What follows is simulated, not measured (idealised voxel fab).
The process module that follows is named voxel self aligned contacts.
Section shown: cut. Width: 265 nm. Cell size: 5 nm, square.
Each cross-section below is a grid of square cells, stated as bands in top-down order, with one or more rows of cells making up each band. The band entry comprises the height of the band's top followed by the height of its bottom, expressed in nm, and subsequently the band's materials from left to right, each stated together with its width in nm. Where a single material is marked with the word "everywhere", that material fills the band from edge to edge. The word "air" represents empty space. Below 0: as-received wafer, all one material; heights counted from there. Lowest band: no bottom, goes on down, written "0..down". The notation "30 to 40" denotes a width that varies across the rows of cells in the band, beginning at the first number in the top row, finishing at the second number in the bottom row, and changing by an identical amount from each row to the next. "no modifications" (step): cross-section cells unchanged, all of them. If an empty space has no open way to the top and is at least 8 cells in size, "Enclosed void catalog" lists it, written width x height at distance, where distance is measured from the left edge and every value is in nm. What comes after the settings on a step's line is commentary from the simulator itself on that step. A step's line can hold "overlay nm"; with a mask on that step, the setting says how far right of the planned place the mask lay, while a negative setting says it lay to the left.
[Listed below are the process steps as planned]
- 1: op RECEIVE | material Si
- 2: op OXIDIZE | depth nm 5
- 3: op DIRECTIONAL_DEP | material polySi | thk nm 30
- 4: op DIRECTIONAL_DEP | material SiN | thk nm 15
- 5: op PATTERN | tone cover | mask id GATE | material resist | width nm 25 | pitch nm 60 | thk nm 20 | overlay nm 0
- 6: op DIRECTIONAL_ETCH | etch materials SiN | depth nm 15
- 7: op DIRECTIONAL_ETCH | etch materials polySi | depth nm 30
- 8: op STRIP | etch materials resist
- 9: op CONFORMAL_DEP | material SiN | thk nm 5
- 10: op DIRECTIONAL_ETCH | etch materials SiN | depth nm 5
- 11: op FILL_DEP | material SiO2 | thk nm 15
- 12: op CMP | height nm 55
- 13: op MASKED_ETCH | tone open | mask id CONTACT | width nm 45 | pitch nm 60 | etch materials SiO2 | depth nm 60 | overlay nm 0
- 14: op CONFORMAL_DEP | material TiN | thk nm 5
- 15: op FILL_DEP | material Ru | thk nm 5
- 16: op CMP | height nm 55
- 17: op CONFORMAL_DEP | material SiCN | thk nm 5
[Received-state cross-section, reflecting completion of step 1]
  0..down  Si everywhere
  Enclosed void catalog: none
[Run as planned - first of the two wafers cross-sectioned at the end of the module]
  60..55  SiCN everywhere
  55..45  80 of SiO2, 5 to 15 of TiN, 35 to 15 of Ru, 5 to 15 of TiN, 15 of SiO2, 5 to 15 of TiN, 35 to 15 of Ru, 5 to 15 of TiN, 80 of SiO2
  45..30  55 of SiO2, 35 of SiN, 5 of TiN, 15 of Ru, 5 of TiN, 35 of SiN, 5 of TiN, 15 of Ru, 5 of TiN, 35 of SiN, 55 of SiO2
  30..0  55 of SiO2, 5 of SiN, 25 of polySi, 5 of SiN, 5 of TiN, 15 of Ru, 5 of TiN, 5 of SiN, 25 of polySi, 5 of SiN, 5 of TiN, 15 of Ru, 5 of TiN, 5 of SiN, 25 of polySi, 5 of SiN, 55 of SiO2
  0..-5  90 of SiO2, 25 of TiN, 35 of SiO2, 25 of TiN, 90 of SiO2
  -5..down  Si everywhere
  Enclosed void catalog: none
[Same start, same plan as the first wafer - but one mistake in the run. Cross-section of the second of the two at the end of the module]
  60..55  SiCN everywhere
  55..45  80 of SiO2, 5 to 15 of TiN, 35 to 15 of Ru, 5 to 15 of TiN, 15 of SiO2, 5 to 15 of TiN, 35 to 15 of Ru, 5 to 15 of TiN, 80 of SiO2
  45..30  55 of SiO2, 35 of SiN, 5 of TiN, 15 of Ru, 5 of TiN, 35 of SiN, 5 of TiN, 15 of Ru, 5 of TiN, 35 of SiN, 55 of SiO2
  30..5  55 of SiO2, 5 of SiN, 25 of polySi, 5 of SiN, 5 of TiN, 15 of Ru, 5 of TiN, 5 of SiN, 25 of polySi, 5 of SiN, 5 of TiN, 15 of Ru, 5 of TiN, 5 of SiN, 25 of polySi, 5 of SiN, 55 of SiO2
  5..0  55 of SiO2, 5 of SiN, 25 of polySi, 5 of SiN, 25 of TiN, 5 of SiN, 25 of polySi, 5 of SiN, 25 of TiN, 5 of SiN, 25 of polySi, 5 of SiN, 55 of SiO2
  0..down  Si everywhere
  Enclosed void catalog: none
Want to know what went wrong? step 2 in the plan did not get run; it was skipped
Cell-count delta at end, second wafer over first, by material: Ru -6; Si +53; SiO2 -43; TiN -4
